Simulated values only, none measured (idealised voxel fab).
process module | voxel air gaps
cross-section cut | 230 nm wide | cells 5 nm
A cross-section is a grid of square cells, given in bands from the top down. A band is one or more rows of cells.
Each band's line starts with the height of the band's top and of its bottom, in nm. Then come its materials from left to right, each with its width in nm. One material with "throughout" fills the band from edge to edge. "air" is empty space.
Height 0 is the level under which the wafer as received is all one material. The lowest band goes on downwards, as in "0 down".
A width such as "30 to 40" changes by the same amount from each row of cells to the next, from the band's top row to its bottom row.
"no change" after a step means that no cell of the cross-section changed.
closed voids: empty space of 8 cells or more with no open way to the top, each as width x height at its distance from the left edge, in nm
after a step's settings: what the simulator itself notes on the step
overlay nm, on a step with a mask: how far to the right of its planned place the mask lay; to the left if negative
plan
1 op RECEIVE | material Si
2 op CONFORMAL_DEP | material SiO2 | thk nm 10
3 op CONFORMAL_DEP | material SiN | thk nm 5
4 op DIRECTIONAL_DEP | material lowk | thk nm 40
5 op PATTERN | tone open | mask id LINES | material resist | width nm 20 | pitch nm 45 | thk nm 20 | overlay nm 0
6 op DIRECTIONAL_ETCH | etch materials lowk | depth nm 40
7 op STRIP | etch materials resist
8 op CONFORMAL_DEP | material TiN | thk nm 5
9 op FILL_DEP | material Ru | thk nm 5
10 op CMP | height nm 55
11 op EPI | material Ru | thk nm 10
12 op SELECTIVE_ETCH | etch materials lowk | depth nm 50
13 op CONFORMAL_DEP | material SiCN | thk nm 5
as received, after step 1
  0 down: Si throughout
  closed voids: none
a wafer at the end: this start, this plan, one mistake
  70 to 65: air 15 | SiCN 195 | air 20
  65 to 55: air 15 | SiCN 5 | Ru 185 | SiCN 5 | air 20
  55 to 50: air 15 | SiCN 15 | TiN 5 | Ru 20 | TiN 5 | lowk 15 | TiN 5 | Ru 20 | TiN 5 | lowk 15 | TiN 5 | Ru 20 | TiN 5 | lowk 15 | TiN 5 | Ru 20 | TiN 5 | SiCN 15 | air 20
  50 to 20: air 25 | SiCN 5 | TiN 5 | Ru 20 | TiN 5 | lowk 15 | TiN 5 | Ru 20 | TiN 5 | lowk 15 | TiN 5 | Ru 20 | TiN 5 | lowk 15 | TiN 5 | Ru 20 | TiN 5 | SiCN 5 | air 30
  20 to 15: SiCN 30 | TiN 30 | lowk 15 | TiN 30 | lowk 15 | TiN 30 | lowk 15 | TiN 30 | SiCN 35
  15 to 10: SiN throughout
  10 to 0: SiO2 throughout
  0 down: Si throughout
  closed voids: none
what went wrong: step 5 ran as: op PATTERN | tone open | mask id LINES | material resist | width nm 30 | pitch nm 45 | thk nm 20 | overlay nm 0
